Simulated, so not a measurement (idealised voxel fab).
Process module name: voxel local oxidation
Cross-sectional view cut (width: 210 nm; square cell size: 5 nm).
Just so we're on the same page, the cross-sections are grids of square cells, and they're listed out in bands top to bottom, each band one or more rows deep. Top, bottom (nm), then materials left to right with widths (nm); lone material tagged "edge to edge" fills the whole band edge to edge; "empty" = empty space. We count height from 0. Below that, the starting wafer is all one material. The lowest band never ends at the bottom but goes on down; see "0 down" for how that is written. Think of "30..40" as a width that walks from the first number to the second as you go down the band, top row to bottom row, taking equal-sized steps from row to row. Where the words "all unchanged" appear for a step, the cross-section shows no cell changed by that step; every cell remained as before. Empty spaces without an open route to the top, at least 8 cells in extent, make up the entry "Unvented cavities"; each is given as width x height at distance, where the distance is measured from the left edge, and all are in nm. after a step's settings: what the simulator itself notes on the step. overlay nm: on a step with a mask, how far right of its planned place the mask lay; negative means left.
THE PLANNED PROCESS STEPS ARE ENUMERATED HEREUNDER
1) op RECEIVE | material Si
2) op OXIDIZE | depth nm 5
3) op CONFORMAL_DEP | material SiN | thk nm 15
4) op MASKED_ETCH | tone cover | mask id ACTIVE | width nm 95 | etch materials SiN | depth nm 15 | overlay nm 0
5) op SELECTIVE_ETCH | etch materials SiO2 | depth nm 5
6) op OXIDIZE | depth nm 15
7) op STRIP | etch materials SiN
ON THE FIRST OF THE TWO WAFERS: RUN CONDUCTED ACCORDING TO PLAN
WAFER AT RECEIPT (POST STEP 1), CROSS-SECTION
0 down  Si edge to edge
Unvented cavities: none
WAFER XSEC, POST STEP 2
0 to -5  SiO2 edge to edge
Heights below -5 show no change.
WAFER XSEC, POST STEP 3
15 to 0  SiN edge to edge
Heights below 0 show no change.
WAFER XSEC, POST STEP 4
15 to 0  55 empty, then 95 SiN, then 60 empty
Heights below 0 show no change.
WAFER XSEC, POST STEP 5
15 to 0  55 empty, then 95 SiN, then 60 empty
0 to -5  60 empty, then 85 SiO2, then 65 empty
Heights below -5 show no change.
WAFER XSEC, POST STEP 6
15 to 0  55 empty, then 95 SiN, then 60 empty
0 to -5  60 empty, then 85 SiO2, then 65 empty
-5 to -20  75 SiO2, then 55 Si, then 80 SiO2
Heights below -20 show no change.
WAFER XSEC, POST STEP 7
0 to -5  60 empty, then 85 SiO2, then 65 empty
Heights below -5 show no change.
SECOND WAFER: LIKE START, LIKE PLAN, ONE MISTAKE. THROUGH STEP 5 IT MATCHES THE FIRST WAFER
THE SECOND WAFER CUT THROUGH, AT THE TIME STEP 6 WAS SUPPOSED TO BE FINISHED
0 to -5  60 empty, then 85 SiO2, then 65 empty
Heights below -5 show no change.
THE SECOND WAFER CUT THROUGH, AT THE TIME STEP 7 WAS SUPPOSED TO BE FINISHED
0 to -5  60 empty, then 85 SiO2, then 65 empty
-5 to -20  75 SiO2, then 55 Si, then 80 SiO2
Heights below -20 show no change.
What went wrong in running the wafer? steps 6 and 7 of the plan were run in the wrong order, each in the other's place
It should be noted that the final cross-sections of the two wafers coincide, and the mistake therefore has no effect on the output of this model.
